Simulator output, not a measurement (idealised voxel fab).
This section sets out a process module, namely voxel self aligned contacts.
Shown is cross-section cut, with a width of 220 nm and square cells of size 5 nm.
Reading order for cross-sections: top band down to bottom band. Underlying form: a grid of square cells. Band size: one or more rows of cells.
Read a band's entry like this: the first values are the height of its top and the height of its bottom in nm, and what follows is the sequence of materials from left to right, each with its width in nm. Note that "blank" is empty space, and that a single material marked "throughout" reaches across the band from edge to edge.
For the purposes of this specification, 0 denotes the height below which the wafer in its as-received condition is composed wholly of one material, and the lowermost band, lacking a lower limit, extends downward without end, as expressed in "0 -> down".
Note: "30..40" means the width goes from the first number (top row of the band) to the second number (bottom row) in equal steps per row of cells.
Step note "changes: none" = no cross-section cell changed.
"Sealed cavities" - sealed voids, min. 8 cells, no opening to top; format: width x height at distance (distance from left edge; nm throughout).
The remark found on a step's line after its settings is issued by the simulator itself and pertains to that step.
"overlay nm" answers the question of how far to the right of plan the mask lay on a step that has a mask, and when it is negative the answer is to the left.

Process steps - plan:
| 1 | RECEIVE [material Si] |
| 2 | OXIDIZE [depth nm 5] |
| 3 | DIRECTIONAL_DEP [material polySi] [thk nm 25] |
| 4 | DIRECTIONAL_DEP [material SiN] [thk nm 20] |
| 5 | PATTERN [tone cover] [mask id GATE] [material resist] [width nm 25] [pitch nm 55] [thk nm 20] [overlay nm 0] |
| 6 | DIRECTIONAL_ETCH [etch materials SiN] [depth nm 10] |
| 7 | DIRECTIONAL_ETCH [etch materials polySi] [depth nm 25] |
| 8 | STRIP [etch materials resist] |
| 9 | CONFORMAL_DEP [material SiN] [thk nm 5] |
| 10 | DIRECTIONAL_ETCH [etch materials SiN] [depth nm 5] |
| 11 | FILL_DEP [material SiO2] [thk nm 15] |
| 12 | CMP [height nm 50] |
| 13 | PATTERN [tone open] [mask id CONTACT] [material resist] [width nm 40] [thk nm 20] [overlay nm 0] |
| 14 | DIRECTIONAL_ETCH [etch materials SiO2] [depth nm 55] |
| 15 | STRIP [etch materials resist] |
| 16 | CONFORMAL_DEP [material TiN] [thk nm 5] |
| 17 | FILL_DEP [material Ru] [thk nm 10] |
| 18 | CMP [height nm 50] |
| 19 | CONFORMAL_DEP [material SiN] [thk nm 5] |
Be aware that, although all wafers share a common starting state, the depth nm at step 6 differs among them, and the plan displays the first wafer's value.

First of several wafers (as received, post step 1), cross-sectional view:
	0 -> down  Si throughout
	Sealed cavities: none

Once step 19, the last step, is complete, the module is at its end; this is the cross-section of the first of several wafers:
	55 -> 50  SiN throughout
	50 -> 45  90 SiO2 | 15 TiN | 10 Ru | 15 TiN | 90 SiO2
	45 -> 40  65 SiO2 | 35 SiN | 5 TiN | 10 Ru | 5 TiN | 35 SiN | 65 SiO2
	40 -> 35  65 SiO2 | 35 SiN | 20 TiN | 35 SiN | 65 SiO2
	35 -> 25  SiN throughout
	25 -> 0  polySi throughout
	0 -> -5  SiO2 throughout
	-5 -> down  Si throughout
	Sealed cavities: none

Cross-sectional view, end of module, last wafer of several:
	55 -> 50  SiN throughout
	50 -> 45  90 SiO2 | 15 TiN | 10 Ru | 15 TiN | 90 SiO2
	45 -> 25  65 SiO2 | 35 SiN | 5 TiN | 10 Ru | 5 TiN | 35 SiN | 65 SiO2
	25 -> 0  65 SiO2 | 5 SiN | 25 polySi | 5 SiN | 5 TiN | 10 Ru | 5 TiN | 5 SiN | 25 polySi | 5 SiN | 65 SiO2
	0 -> -5  100 SiO2 | 20 TiN | 100 SiO2
	-5 -> down  Si throughout
	Sealed cavities: none

Here is how to read the rows: every wafer has a row, and it shows the wafer at the end of the module, giving for each material how many cells were gained (+) or lost (-) since the wafer was received, then listing its closed voids:
depth nm 10, +4 Ru, -44 Si, +160 SiN, +132 SiO2, +12 TiN, +220 polySi, Sealed cavities: none
depth nm 15, +6 Ru, -44 Si, +130 SiN, +158 SiO2, +14 TiN, +220 polySi, Sealed cavities: none
depth nm 20, +20 Ru, -44 Si, +120 SiN, +310 SiO2, +28 TiN, +50 polySi, Sealed cavities: none
depth nm 25, +20 Ru, -44 Si, +120 SiN, +310 SiO2, +28 TiN, +50 polySi, Sealed cavities: none
depth nm 30, +20 Ru, -44 Si, +120 SiN, +310 SiO2, +28 TiN, +50 polySi, Sealed cavities: none
depth nm 35, +20 Ru, -44 Si, +120 SiN, +310 SiO2, +28 TiN, +50 polySi, Sealed cavities: none
